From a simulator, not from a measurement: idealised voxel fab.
The document below concerns the process module designated voxel trench capacitor.
The figure presents cross-section cut, which has a width of 230 nm and is divided into square cells with an edge length of 5 nm.
Cross-section layout: square cells on a grid; listed as bands, top to bottom; a band spans one or more cell rows. What a band's entry tells you: where the top is and where the bottom is, as heights in nm, and after that what lies inside, material by material from left to right, each with its width in nm. Empty space is written as the word "blank", and a single material marked with the word "edge to edge" occupies the band from edge to edge. The reference from which all heights are counted is 0, the level beneath which the as-received wafer is entirely one material; the lowest band, having no lower bound, proceeds downward and is written after the example "z 0 and below". Read "30..40" as a graded width: first number on top, second number at the bottom, same change between each pair of neighbouring rows. Given "same as before" for a step, no cell of the cross-section differs between before and after that step. For the entry "Tabulated closed voids", the listed items are empty spaces with no open way to the top whose size is 8 cells or more; each item follows the pattern width x height at distance, where distance is from the left edge and all three are in nm. Whatever follows a step's settings on its line is a remark the simulator itself makes about that step. The setting "overlay nm" may be written on the line of a step. When the step uses a mask, the value reports how far to the right of the planned place the mask lay, and a negative value reports that it lay to the left.
# The following list gives the planned process steps
step 1: RECEIVE,material Si
step 2: CONFORMAL_DEP,material SiN,thk nm 5
step 3: DIRECTIONAL_DEP,material aC,thk nm 15
step 4: PATTERN,tone open,mask id TRENCH,material resist,width nm 30,pitch nm 55,thk nm 35,overlay nm 0
step 5: DIRECTIONAL_ETCH,etch materials aC,depth nm 15
step 6: STRIP,etch materials resist
step 7: DIRECTIONAL_ETCH,etch materials SiN,depth nm 5
step 8: DIRECTIONAL_ETCH,etch materials Si,depth nm 35
step 9: STRIP,etch materials aC
step 10: CONFORMAL_DEP,material HfO2,thk nm 5
step 11: CONFORMAL_DEP,material TiN,thk nm 5
step 12: FILL_DEP,material W,thk nm 5
step 13: CMP,height nm 5
# Step 1 complete: cross-section of the wafer as received
	z 0 and below: Si edge to edge
	Tabulated closed voids: none
# As-planned run: cross-section of the first of two wafers at end of module
	z 5 to 0: SiN 15 nm, then HfO2 5 nm, then TiN 5 nm, then W 10 nm, then TiN 5 nm, then HfO2 5 nm, then SiN 25 nm, then HfO2 5 nm, then TiN 5 nm, then W 10 nm, then TiN 5 nm, then HfO2 5 nm, then SiN 25 nm, then HfO2 5 nm, then TiN 5 nm, then W 10 nm, then TiN 5 nm, then HfO2 5 nm, then SiN 25 nm, then HfO2 5 nm, then TiN 5 nm, then W 10 nm, then TiN 5 nm, then HfO2 5 nm, then SiN 20 nm
	z 0 to -25: Si 15 nm, then HfO2 5 nm, then TiN 5 nm, then W 10 nm, then TiN 5 nm, then HfO2 5 nm, then Si 25 nm, then HfO2 5 nm, then TiN 5 nm, then W 10 nm, then TiN 5 nm, then HfO2 5 nm, then Si 25 nm, then HfO2 5 nm, then TiN 5 nm, then W 10 nm, then TiN 5 nm, then HfO2 5 nm, then Si 25 nm, then HfO2 5 nm, then TiN 5 nm, then W 10 nm, then TiN 5 nm, then HfO2 5 nm, then Si 20 nm
	z -25 to -30: Si 15 nm, then HfO2 5 nm, then TiN 20 nm, then HfO2 5 nm, then Si 25 nm, then HfO2 5 nm, then TiN 20 nm, then HfO2 5 nm, then Si 25 nm, then HfO2 5 nm, then TiN 20 nm, then HfO2 5 nm, then Si 25 nm, then HfO2 5 nm, then TiN 20 nm, then HfO2 5 nm, then Si 20 nm
	z -30 to -35: Si 15 nm, then HfO2 30 nm, then Si 25 nm, then HfO2 30 nm, then Si 25 nm, then HfO2 30 nm, then Si 25 nm, then HfO2 30 nm, then Si 20 nm
	z -35 and below: Si edge to edge
	Tabulated closed voids: none
# The second wafer, shown in cross-section after the module: started the same way as the first and given the same plan, yet one mistake crept into how it was run
	z 5 to 0: SiN 15 nm, then HfO2 5 nm, then TiN 5 nm, then W 10 nm, then TiN 5 nm, then HfO2 5 nm, then SiN 25 nm, then HfO2 5 nm, then TiN 5 nm, then W 10 nm, then TiN 5 nm, then HfO2 5 nm, then SiN 25 nm, then HfO2 5 nm, then TiN 5 nm, then W 10 nm, then TiN 5 nm, then HfO2 5 nm, then SiN 25 nm, then HfO2 5 nm, then TiN 5 nm, then W 10 nm, then TiN 5 nm, then HfO2 5 nm, then SiN 20 nm
	z 0 to -60: Si 15 nm, then HfO2 5 nm, then TiN 5 nm, then W 10 nm, then TiN 5 nm, then HfO2 5 nm, then Si 25 nm, then HfO2 5 nm, then TiN 5 nm, then W 10 nm, then TiN 5 nm, then HfO2 5 nm, then Si 25 nm, then HfO2 5 nm, then TiN 5 nm, then W 10 nm, then TiN 5 nm, then HfO2 5 nm, then Si 25 nm, then HfO2 5 nm, then TiN 5 nm, then W 10 nm, then TiN 5 nm, then HfO2 5 nm, then Si 20 nm
	z -60 to -65: Si 15 nm, then HfO2 5 nm, then TiN 20 nm, then HfO2 5 nm, then Si 25 nm, then HfO2 5 nm, then TiN 20 nm, then HfO2 5 nm, then Si 25 nm, then HfO2 5 nm, then TiN 20 nm, then HfO2 5 nm, then Si 25 nm, then HfO2 5 nm, then TiN 20 nm, then HfO2 5 nm, then Si 20 nm
	z -65 to -70: Si 15 nm, then HfO2 30 nm, then Si 25 nm, then HfO2 30 nm, then Si 25 nm, then HfO2 30 nm, then Si 25 nm, then HfO2 30 nm, then Si 20 nm
	z -70 and below: Si edge to edge
	Tabulated closed voids: none
Deviation noted in wafer processing: step 8 of the plan was carried out twice
Heads up, by the end the second wafer has more or fewer cells of some materials compared to the first: 56 more of HfO2; 168 fewer of Si; 56 more of TiN; 56 more of W
